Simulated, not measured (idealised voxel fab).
Presented below is a process module, voxel ribs on slabs.
The cross-section on display is named cut; it measures 265 nm wide, and its cells are 5 nm squares.
Format of a cross-section: grid, square cells. Given as bands. Order: top down. Band: one or more rows of cells.
Look at the band entry: it leads with the top's height and the bottom's height in nm. Then it lists the materials left to right, with a width in nm for each. The word "everywhere" on a single material says that material fills the band edge to edge. The word "air" is empty space.
Measure heights from 0. That's the level where, below it, the as-received wafer is all one material. The lowest band is bottomless and extends downward; write it as in "0..down".
Think of "30->40" as a width that walks from the first number to the second as you go down the band, top row to bottom row, taking equal-sized steps from row to row.
"no alterations made" (step): cross-section cells unchanged, all of them.
Entry "Sealed internal voids" = empty spaces >= 8 cells with no open way to the top; each as width x height at distance, distance from left edge, all nm.
That trailing text on a step's line, after the settings, is the simulator's own remark on the step.
"overlay nm" on a masked step: distance the mask lay right of its planned place, negative for left.
Planned process steps:
step 1: RECEIVE [material Si]
step 2: DIRECTIONAL_DEP [material SiO2] [thk nm 25]
step 3: DIRECTIONAL_DEP [material polySi] [thk nm 15]
step 4: PATTERN [tone cover] [mask id RIB] [material resist] [width nm 30] [thk nm 20] [overlay nm 0]
step 5: DIRECTIONAL_ETCH [etch materials polySi] [depth nm 5]
step 6: STRIP [etch materials resist]
step 7: PATTERN [tone cover] [mask id SLAB] [material resist] [width nm 70] [thk nm 15] [overlay nm 0]
step 8: DIRECTIONAL_ETCH [etch materials polySi] [depth nm 10]
step 9: STRIP [etch materials resist]
step 10: FILL_DEP [material SiO2] [thk nm 15]
step 11: CMP [height nm 50]
step 12: DIRECTIONAL_DEP [material TiN] [thk nm 5]
step 13: DIRECTIONAL_DEP [material aC] [thk nm 15]
step 14: PATTERN [tone cover] [mask id HEATER] [material resist] [width nm 40] [thk nm 35] [overlay nm 0]
step 15: DIRECTIONAL_ETCH [etch materials aC] [depth nm 15]
step 16: STRIP [etch materials resist]
step 17: DIRECTIONAL_ETCH [etch materials TiN] [depth nm 5]
step 18: STRIP [etch materials aC]
step 19: CONFORMAL_DEP [material SiO2] [thk nm 10]
The cross-section here shows the wafer as received, i.e. in its state after step 1:
> 0..down  Si everywhere
> Sealed internal voids: none
Same starting wafer, same plan as above, one mistake in the execution; this is the cross-section at the end of the module:
> 65..60  air=100; SiO2=60; air=105
> 60..55  SiO2 everywhere
> 55..50  SiO2=110; TiN=40; SiO2=115
> 50..40  SiO2 everywhere
> 40..35  SiO2=110; polySi=30; SiO2=125
> 35..25  SiO2=95; polySi=70; SiO2=100
> 25..0  SiO2 everywhere
> 0..down  Si everywhere
> Sealed internal voids: none
The plan and the run diverged here: step 4 ran with different settings than intended, the actual operation and settings being PATTERN [tone cover] [mask id RIB] [material resist] [width nm 30] [thk nm 20] [overlay nm -5]
